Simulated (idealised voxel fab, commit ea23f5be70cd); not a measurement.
The process module that follows is named voxel lift off.
Square cells of 5 nm make up the cross-section cut, whose width is 210 nm.
Square cells in a grid make up a cross-section in this document, and the grid is given as bands, listed from the top down, each one or more rows of cells.
First you get the band's top height and its bottom height, in nm, and then the materials it's made of, left to right, with each width in nm. If you see a single material with "all across", that one covers the band edge to edge. "air" is empty space.
The reference from which all heights are counted is 0, the level beneath which the as-received wafer is entirely one material; the lowest band, having no lower bound, proceeds downward and is written after the example "0 -> down".
The expression "30->40" gives the width at the extremes of the band, the first number at its top row of cells and the second at its bottom row, with the width changing by equal amounts from each row to the next in between.
"stayed the same" after a step means that no cell of the cross-section changed.
Voids, fully enclosed: empty space of 8 cells or more with no open way to the top, each as width x height at its distance from the left edge, in nm
Step line, after settings: the simulator's comment on this step.
overlay nm: on a step with a mask, how far right of its planned place the mask lay; negative means left.

## Intended process steps
| 1 | RECEIVE | material Si |
| 2 | CONFORMAL_DEP | material SiO2 | thk nm 10 |
| 3 | PATTERN | tone open | mask id LINES | material resist | width nm 20 | pitch nm 35 | thk nm 20 | overlay nm 0 |
| 4 | DIRECTIONAL_DEP | material Ru | thk nm 10 |
| 5 | STRIP | etch materials resist |
| 6 | CONFORMAL_DEP | material SiN | thk nm 5 |

## Cross-section of the incoming wafer, state after step 1
- 0 -> down | Si all across
- Voids, fully enclosed: none

## Cross-sectional result after module completion. Note: starting condition and plan are unchanged from above; one processing mistake was made
- 30 -> 25 | 70 air; 30 SiN; 5 air; 30 SiN; 75 air
- 25 -> 20 | 70 air; 5 SiN; 20 Ru; 5 SiN; 5 air; 5 SiN; 20 Ru; 5 SiN; 75 air
- 20 -> 15 | 75 SiN; 20 Ru; 15 SiN; 20 Ru; 80 SiN
- 15 -> 0 | SiO2 all across
- 0 -> down | Si all across
- Voids, fully enclosed: none
Nonconformance to the process plan: step 2 did not use the planned setting and instead ran as CONFORMAL_DEP | material SiO2 | thk nm 15
